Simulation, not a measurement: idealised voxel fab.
Module name: voxel local oxidation (process module)
Xsec cut, 295 nm wide, square cell size 5 nm.
A cross-section is written here as square cells arranged in a grid, and it is given in bands from the top down, each band taking up one or more rows of cells.
It is stipulated that each band's entry specify, in nanometres, the height of the top of the band and then that of its bottom, followed by the materials of the band in left-to-right sequence, each together with its width in nanometres. A single material marked by the word "edge to edge" is understood to fill the band from edge to edge; the word "air" is understood to denote empty space.
Height is counted from the level 0, under which the received wafer is composed throughout of one material. The lowest of the bands is not closed at the bottom but continues downward, in the notation "0 -> down".
A width such as "30 to 40" changes by the same amount from each row of cells to the next, from the band's top row to its bottom row.
Reading "left unchanged" for a step: not a cell of the cross-section changed in it.
If an empty space has no open way to the top and is at least 8 cells in size, "Closed cavity list" lists it, written width x height at distance, where distance is measured from the left edge and every value is in nm.
Past the settings on a step's line: simulator remark, on that step.
overlay nm: mask offset rightward from planned place, masked step; negative means leftward offset.
**This section lists the process steps that were planned**
1: RECEIVE: material Si
2: CONFORMAL_DEP: material SiO2, thk nm 5
3: CONFORMAL_DEP: material SiN, thk nm 10
4: DIRECTIONAL_DEP: material aC, thk nm 10
5: PATTERN: tone cover, mask id ACTIVE, material resist, width nm 95, pitch nm 135, thk nm 30, overlay nm 0
6: DIRECTIONAL_ETCH: etch materials aC, depth nm 10
7: STRIP: etch materials resist
8: DIRECTIONAL_ETCH: etch materials SiN, depth nm 10
9: STRIP: etch materials aC
10: SELECTIVE_ETCH: etch materials SiO2, depth nm 5
11: OXIDIZE: depth nm 15
12: STRIP: etch materials SiN
The thk nm used in step 2 is not the same on every wafer, whereas the starting condition is; the value printed in the plan is the first wafer's.
**The first of several wafers as received, shown in cross-section; this is its state after step 1**
> 0 -> down | Si edge to edge
> Closed cavity list: none
**Heads up, this table goes wafer by wafer. A row tells you, at the end of the module, how many cells of each material that wafer has put on (+) or dropped (-) since it was received, and then its closed voids**
thk nm 5, -111 Si, +145 SiO2, Closed cavity list: none
thk nm 10, +93 SiO2, Closed cavity list: none
thk nm 15, +152 SiO2, Closed cavity list: none
thk nm 20, +211 SiO2, Closed cavity list: none
